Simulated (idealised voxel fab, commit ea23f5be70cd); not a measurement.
Process module in this document: voxel transistor to metal
It is cross-section cut that appears here, measuring 300 nm in width, its square cells being 5 nm in size.
For the purposes of this document, a cross-section shall be understood as a grid of square cells, specified as bands listed in top-to-bottom order, each band consisting of one or more rows of cells. Band: top height; bottom height; in nm. Then, left to right: material with width in nm, for each material. "edge to edge": a single material spanning edge to edge. "empty": empty space. A quick word on heights: they are counted from 0, and under that level the wafer as it came to us is one material throughout. The lowest band is different from the rest in having no bottom; it simply continues downward, written as in "top 0, no bottom". Width: "30->40" (first number = top row, second number = bottom row, same change from row to row of cells). Basically "remained unchanged" means that step didn't change any cell in the cross-section. This entry, "Completely enclosed voids", enumerates those empty regions of no fewer than 8 cells that possess no open connection to the top. Each region is reported in the form width x height at distance, the distance being taken from the left edge, with all three quantities expressed in nm. Whatever follows a step's settings on its line is a remark the simulator itself makes about that step. overlay nm: for a step with a mask, the amount by which the mask lay right of where it was planned; a negative amount means left of it.

So here's the lineup of process steps we planned:
1 RECEIVE [material Si]
2 OXIDIZE [depth nm 5]
3 CONFORMAL_DEP [material SiN] [thk nm 15]
4 PATTERN [tone cover] [mask id ACTIVE] [material resist] [width nm 95] [pitch nm 115] [thk nm 20] [overlay nm 0]
5 DIRECTIONAL_ETCH [etch materials SiN] [depth nm 15]
6 DIRECTIONAL_ETCH [etch materials SiO2] [depth nm 5]
7 DIRECTIONAL_ETCH [etch materials Si] [depth nm 35]
8 STRIP [etch materials resist]
9 FILL_DEP [material SiO2] [thk nm 15]
10 CMP [height nm 15]
11 SELECTIVE_ETCH [etch materials SiO2] [depth nm 10]
12 STRIP [etch materials SiN]
13 SELECTIVE_ETCH [etch materials SiO2] [depth nm 5]
14 OXIDIZE [depth nm 5]
15 DIRECTIONAL_DEP [material polySi] [thk nm 20]
16 DIRECTIONAL_DEP [material SiCN] [thk nm 10]
17 PATTERN [tone cover] [mask id GATE] [material resist] [width nm 25] [pitch nm 115] [thk nm 15] [overlay nm 0]
18 DIRECTIONAL_ETCH [etch materials SiCN] [depth nm 20]
19 DIRECTIONAL_ETCH [etch materials polySi] [depth nm 30]
20 STRIP [etch materials resist]
21 CONFORMAL_DEP [material SiN] [thk nm 5]
22 DIRECTIONAL_ETCH [etch materials SiN] [depth nm 5]
23 DIRECTIONAL_ETCH [etch materials SiO2] [depth nm 5]
24 EPI [material SiGe] [thk nm 5]
25 FILL_DEP [material SiO2] [thk nm 10]
26 CMP [height nm 15]
27 STRIP [etch materials polySi]
28 SELECTIVE_ETCH [etch materials SiO2] [depth nm 5]
29 CONFORMAL_DEP [material HfO2] [thk nm 5]
30 CONFORMAL_DEP [material TiN] [thk nm 5]
31 FILL_DEP [material W] [thk nm 10]
32 CMP [height nm 10]
33 DIRECTIONAL_DEP [material SiO2] [thk nm 10]
34 DIRECTIONAL_DEP [material aC] [thk nm 10]
35 PATTERN [tone open] [mask id CONTACT] [material resist] [width nm 15] [thk nm 30] [overlay nm 0]
36 DIRECTIONAL_ETCH [etch materials aC] [depth nm 10]
37 STRIP [etch materials resist]
38 DIRECTIONAL_ETCH [etch materials SiO2] [depth nm 25]
39 STRIP [etch materials aC]
40 CONFORMAL_DEP [material TiN] [thk nm 5]
41 FILL_DEP [material Ru] [thk nm 5]
42 CMP [height nm 20]
43 CONFORMAL_DEP [material SiN] [thk nm 5]
44 DIRECTIONAL_DEP [material SiO2] [thk nm 25]
45 MASKED_ETCH [tone open] [mask id METAL_1] [width nm 15] [etch materials SiO2] [depth nm 25] [overlay nm 0]
46 MASKED_ETCH [tone open] [mask id METAL_1] [width nm 15] [etch materials SiN] [depth nm 5] [overlay nm 0]
47 CONFORMAL_DEP [material TiN] [thk nm 5]
48 FILL_DEP [material Ru] [thk nm 10]
49 CMP [height nm 50]
50 CONFORMAL_DEP [material SiCN] [thk nm 5]
51 DIRECTIONAL_DEP [material lowk] [thk nm 30]
52 DIRECTIONAL_DEP [material aC] [thk nm 10]
53 PATTERN [tone open] [mask id METAL_2] [material resist] [width nm 15] [pitch nm 115] [thk nm 25] [overlay nm 0]
54 DIRECTIONAL_ETCH [etch materials aC] [depth nm 10]
55 STRIP [etch materials resist]
56 DIRECTIONAL_ETCH [etch materials lowk] [depth nm 20]
57 STRIP [etch materials aC]
58 DIRECTIONAL_DEP [material aC] [thk nm 15]
59 PATTERN [tone open] [mask id METAL_2_HOLES] [material resist] [width nm 15] [pitch nm 115] [thk nm 30] [overlay nm 0]
60 DIRECTIONAL_ETCH [etch materials aC] [depth nm 15]
61 STRIP [etch materials resist]
62 DIRECTIONAL_ETCH [etch materials lowk] [depth nm 10]
63 DIRECTIONAL_ETCH [etch materials SiCN] [depth nm 5]
64 STRIP [etch materials aC]
65 CONFORMAL_DEP [material TiN] [thk nm 5]
66 FILL_DEP [material Ru] [thk nm 10]
67 CMP [height nm 85]
68 CONFORMAL_DEP [material SiN] [thk nm 5]

Shown in cross-section is the wafer as received, that is, as it stands after step 1:
* top 0, no bottom: Si edge to edge
* Completely enclosed voids: none

Here's the cross-section of the first of our two wafers at the end of the module - it ran as planned:
* top 90, bottom 85: SiN edge to edge
* top 85, bottom 55: lowk (50) | TiN (5) | Ru (5) | TiN (5) | lowk (100) | TiN (5) | Ru (5) | TiN (5) | lowk (120)
* top 55, bottom 50: SiCN (50) | TiN (15) | SiCN (100) | TiN (15) | SiCN (120)
* top 50, bottom 25: SiO2 (50) | TiN (5) | Ru (5) | TiN (5) | SiO2 (55) | TiN (5) | Ru (5) | TiN (5) | SiO2 (30) | TiN (5) | Ru (5) | TiN (5) | SiO2 (55) | TiN (5) | Ru (5) | TiN (5) | SiO2 (50)
* top 25, bottom 20: SiN (50) | TiN (15) | SiN (55) | TiN (15) | SiN (30) | TiN (15) | SiN (55) | TiN (15) | SiN (50)
* top 20, bottom 10: SiO2 (50) | TiN (5) | Ru (5) | TiN (5) | SiO2 (55) | TiN (5) | Ru (5) | TiN (5) | SiO2 (30) | TiN (5) | Ru (5) | TiN (5) | SiO2 (55) | TiN (5) | Ru (5) | TiN (5) | SiO2 (50)
* top 10, bottom 0: SiO2 (50) | TiN (5) | Ru (5) | TiN (5) | SiO2 (10) | SiN (5) | HfO2 (5) | TiN (5) | W (5) | TiN (5) | HfO2 (5) | SiN (5) | SiO2 (10) | TiN (5) | Ru (5) | TiN (5) | SiO2 (30) | TiN (5) | Ru (5) | TiN (5) | SiO2 (10) | SiN (5) | HfO2 (5) | TiN (5) | W (5) | TiN (5) | HfO2 (5) | SiN (5) | SiO2 (10) | TiN (5) | Ru (5) | TiN (5) | SiO2 (50)
* top 0, bottom -5: SiO2 (40) | SiN (5) | SiO2 (5) | TiN (15) | SiO2 (10) | SiN (5) | HfO2 (5) | TiN (15) | HfO2 (5) | SiN (5) | SiO2 (10) | TiN (15) | SiO2 (5) | SiN (5) | SiO2 (10) | SiN (5) | SiO2 (5) | TiN (15) | SiO2 (10) | SiN (5) | HfO2 (5) | TiN (15) | HfO2 (5) | SiN (5) | SiO2 (10) | TiN (15) | SiO2 (5) | SiN (5) | SiO2 (40)
* top -5, bottom -10: SiO2 (45) | SiGe (30) | HfO2 (35) | SiGe (30) | SiO2 (20) | SiGe (30) | HfO2 (35) | SiGe (30) | SiO2 (45)
* top -10, bottom -40: SiO2 (45) | Si (95) | SiO2 (20) | Si (95) | SiO2 (45)
* top -40, no bottom: Si edge to edge
* Completely enclosed voids: none

Second wafer through the module, sectioned at the end: same beginning and same plan as the first wafer, with one mistake in carrying it out:
* top 90, bottom 85: SiN edge to edge
* top 85, bottom 55: lowk (50) | TiN (5) | Ru (5) | TiN (5) | lowk (100) | TiN (5) | Ru (5) | TiN (5) | lowk (120)
* top 55, bottom 50: SiCN (50) | TiN (15) | SiCN (100) | TiN (15) | SiCN (120)
* top 50, bottom 25: SiO2 (50) | TiN (5) | Ru (5) | TiN (5) | SiO2 (55) | TiN (5) | Ru (5) | TiN (5) | SiO2 (30) | TiN (5) | Ru (5) | TiN (5) | SiO2 (55) | TiN (5) | Ru (5) | TiN (5) | SiO2 (50)
* top 25, bottom 20: SiN (50) | TiN (15) | SiN (55) | TiN (15) | SiN (30) | TiN (15) | SiN (55) | TiN (15) | SiN (50)
* top 20, bottom 15: SiO2 (50) | TiN (5) | Ru (5) | TiN (5) | SiO2 (55) | TiN (5) | Ru (5) | TiN (5) | SiO2 (30) | TiN (5) | Ru (5) | TiN (5) | SiO2 (55) | TiN (5) | Ru (5) | TiN (5) | SiO2 (50)
* top 15, bottom 10: SiO2 (50) | TiN (15) | SiO2 (55) | TiN (15) | SiO2 (30) | TiN (15) | SiO2 (55) | TiN (15) | SiO2 (50)
* top 10, bottom 0: HfO2 edge to edge
* top 0, bottom -5: SiO2 edge to edge
* top -5, no bottom: Si edge to edge
* Completely enclosed voids: none
Want to know what went wrong? planned and actual differ for step 3; actual: CONFORMAL_DEP [material HfO2] [thk nm 15]
Materials where the second wafer ends with more or fewer cells than the first: HfO2 +94, Ru -12, Si +192, SiGe -24, SiN -16, SiO2 -192, TiN -38, W -4
